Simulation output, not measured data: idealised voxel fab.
process module | voxel fin reveal
cross-section cut | 295 nm wide | cells 5 nm
A cross-section is a grid of square cells, given in bands from the top down. A band is one or more rows of cells.
Each band's line starts with the height of the band's top and of its bottom, in nm. Then come its materials from left to right, each with its width in nm. One material with "throughout" fills the band from edge to edge. "air" is empty space.
Height 0 is the level under which the wafer as received is all one material. The lowest band goes on downwards, as in "0 down".
A width such as "30 to 40" changes by the same amount from each row of cells to the next, from the band's top row to its bottom row.
"no change" after a step means that no cell of the cross-section changed.
closed voids: empty space of 8 cells or more with no open way to the top, each as width x height at its distance from the left edge, in nm
after a step's settings: what the simulator itself notes on the step
overlay nm, on a step with a mask: how far to the right of its planned place the mask lay; to the left if negative
plan
1 op RECEIVE | material Si
2 op CONFORMAL_DEP | material SiN | thk nm 5
3 op MASKED_ETCH | tone cover | mask id FINS | width nm 15 | pitch nm 45 | etch materials SiN | depth nm 5 | overlay nm 0
4 op MASKED_ETCH | tone cover | mask id FINS | width nm 15 | pitch nm 45 | etch materials Si | depth nm 30 | overlay nm 0
5 op OXIDIZE | depth nm 5
6 op FILL_DEP | material SiO2 | thk nm 5
7 op CMP | height nm 5
8 op SELECTIVE_ETCH | etch materials SiO2 | depth nm 15
9 op STRIP | etch materials SiN
varied across the wafers: depth nm of step 8. The plan shows the first wafer's value. All wafers start alike
first wafer as received, after step 1
  0 down: Si throughout
  closed voids: none
first wafer at the end, after step 9
  0 to -10: air 100 | Si 5 | air 40 | Si 5 | air 40 | Si 5 | air 100
  -10 to -35: SiO2 100 | Si 5 | SiO2 40 | Si 5 | SiO2 40 | Si 5 | SiO2 100
  -35 down: Si throughout
  closed voids: none
last wafer at the end
  0 to -35: air 100 | Si 5 | air 40 | Si 5 | air 40 | Si 5 | air 100
  -35 down: Si throughout
  closed voids: none
each wafer at the end: cells of each material gained (+) or lost (-) since it was received, then its closed voids
depth nm 15 | -392 Si | +280 SiO2 | closed voids: none
depth nm 20 | -392 Si | +224 SiO2 | closed voids: none
depth nm 25 | -392 Si | +168 SiO2 | closed voids: none
depth nm 30 | -392 Si | +112 SiO2 | closed voids: none
depth nm 35 | -392 Si | +56 SiO2 | closed voids: none
depth nm 40 | -392 Si | closed voids: none
